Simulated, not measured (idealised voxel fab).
Title: Process Module voxel self aligned vias
The width of the displayed cross-section, cut, is 300 nm; its cells are square, with a size of 5 nm.
In this document a cross-section is written as a grid of square cells. It is given as a series of bands, listed from the top down, and a band is one or more rows of cells.
Look at the band entry: it leads with the top's height and the bottom's height in nm. Then it lists the materials left to right, with a width in nm for each. The word "throughout" on a single material says that material fills the band edge to edge. The word "empty" is empty space.
The reference from which all heights are counted is 0, the level beneath which the as-received wafer is entirely one material; the lowest band, having no lower bound, proceeds downward and is written after the example "z 0 and below".
Width spec "30->40" -> top row of cells at first value, bottom row at second value, equal per-row change in between.
Step marked "remained the same"? Then no cell in the cross-section changed in it.
You'll see "Closed void entries" listing empty spaces that have no way open to the top, as long as they're 8 cells or more; the notation is width x height at distance, where the distance is from the left edge, and all of it is in nm.
That trailing text on a step's line, after the settings, is the simulator's own remark on the step.
overlay nm: step with mask; distance mask lay right of planned place; negative value = left of planned place.
-- Steps planned for the process
1. RECEIVE with material Si
2. CONFORMAL_DEP with material SiO2, thk nm 5
3. CONFORMAL_DEP with material SiCN, thk nm 5
4. DIRECTIONAL_DEP with material SiO2, thk nm 30
5. DIRECTIONAL_DEP with material aC, thk nm 15
6. PATTERN with tone open, mask id LINES, material resist, width nm 20, pitch nm 55, thk nm 30, overlay nm 0
7. DIRECTIONAL_ETCH with etch materials aC, depth nm 15
8. STRIP with etch materials resist
9. DIRECTIONAL_ETCH with etch materials SiO2, depth nm 30
10. STRIP with etch materials aC
11. CONFORMAL_DEP with material TiN, thk nm 5
12. FILL_DEP with material Ru, thk nm 10
13. CMP with height nm 45
14. SELECTIVE_ETCH with etch materials W Ru TiN, depth nm 5
15. FILL_DEP with material SiN, thk nm 5
16. CMP with height nm 45
17. DIRECTIONAL_DEP with material SiO2, thk nm 15
18. MASKED_ETCH with tone open, mask id VIAS, width nm 30, pitch nm 55, etch materials SiO2, depth nm 15, overlay nm 0
19. MASKED_ETCH with tone open, mask id VIAS, width nm 30, pitch nm 55, etch materials SiN, depth nm 5, overlay nm 0
20. CONFORMAL_DEP with material TiN, thk nm 5
21. FILL_DEP with material Cu, thk nm 5
22. CMP with height nm 60
23. CONFORMAL_DEP with material SiCN, thk nm 5
All wafers enter the flow in the same state. The thk nm at step 2 differs from wafer to wafer, and the plan gives the value for the first wafer.
-- First of several wafers (as received, post step 1), cross-sectional view
* z 0 and below: Si throughout
* Closed void entries: none
-- Below, a row for every wafer. Read it as the end-of-module picture: for each material the wafer shows its cells gained (+) or lost (-) since it was received, and then its closed voids
thk nm 5 | +36 Cu | +30 Ru | +120 SiCN | +42 SiN | +474 SiO2 | +78 TiN | Closed void entries: none
thk nm 10 | +30 Cu | +24 Ru | +120 SiCN | +534 SiO2 | +72 TiN | Closed void entries: none
thk nm 15 | +30 Cu | +18 Ru | +120 SiCN | +546 SiO2 | +66 TiN | Closed void entries: none
thk nm 20 | +30 Cu | +12 Ru | +120 SiCN | +558 SiO2 | +60 TiN | Closed void entries: none
thk nm 25 | +30 Cu | +6 Ru | +120 SiCN | +570 SiO2 | +54 TiN | Closed void entries: none
